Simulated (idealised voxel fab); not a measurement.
process module | voxel double patterning
FYI the section here is cut, 165 nm wide, cells are 5 nm squares.
A cross-section is written here as square cells arranged in a grid, and it is given in bands from the top down, each band taking up one or more rows of cells. Look at the band entry: it leads with the top's height and the bottom's height in nm. Then it lists the materials left to right, with a width in nm for each. The word "everywhere" on a single material says that material fills the band edge to edge. The word "air" is empty space. For the purposes of this specification, 0 denotes the height below which the wafer in its as-received condition is composed wholly of one material, and the lowermost band, lacking a lower limit, extends downward without end, as expressed in "0 -> down". Graded width ("30 to 40"): value in top row of band = first number; value in bottom row = second number; row-to-row change constant. Step marked "no alterations made"? Then no cell in the cross-section changed in it. For the entry "Sealed internal cavities", the listed items are empty spaces with no open way to the top whose size is 8 cells or more; each item follows the pattern width x height at distance, where distance is from the left edge and all three are in nm. If you see something after the settings on a step's line, that's the simulator's own remark about that step. overlay nm: mask right of planned place by this much (step with mask). Neg. = left.

**These are the steps we planned for the process**
1. op RECEIVE | material Si
2. op CONFORMAL_DEP | material SiN | thk nm 5
3. op DIRECTIONAL_DEP | material SiO2 | thk nm 15
4. op DIRECTIONAL_DEP | material SiCN | thk nm 5
5. op DIRECTIONAL_DEP | material aC | thk nm 15
6. op PATTERN | tone open | mask id FIRST | material resist | width nm 15 | pitch nm 50 | thk nm 35 | overlay nm 0
7. op DIRECTIONAL_ETCH | etch materials aC | depth nm 15
8. op STRIP | etch materials resist
9. op DIRECTIONAL_ETCH | etch materials SiCN | depth nm 5
10. op STRIP | etch materials aC
11. op DIRECTIONAL_DEP | material aC | thk nm 15
12. op PATTERN | tone open | mask id SECOND | material resist | width nm 15 | thk nm 35 | overlay nm 0
13. op DIRECTIONAL_ETCH | etch materials aC | depth nm 15
14. op STRIP | etch materials resist
15. op DIRECTIONAL_ETCH | etch materials SiCN | depth nm 5
16. op STRIP | etch materials aC
17. op DIRECTIONAL_ETCH | etch materials SiO2 | depth nm 15
18. op STRIP | etch materials SiCN

**Delivered wafer in cross-section: state after step 1**
> 0 -> down  Si everywhere
> Sealed internal cavities: none

**Cross-section at module end, one run error; start and plan unchanged from above**
> 35 -> 20  50 nm SiO2, 15 nm air, 10 nm SiO2, 15 nm air, 10 nm SiO2, 15 nm air, 50 nm SiO2
> 20 -> 5  SiO2 everywhere
> 5 -> 0  SiN everywhere
> 0 -> down  Si everywhere
> Sealed internal cavities: none
Diagnosis: step 3 was run twice
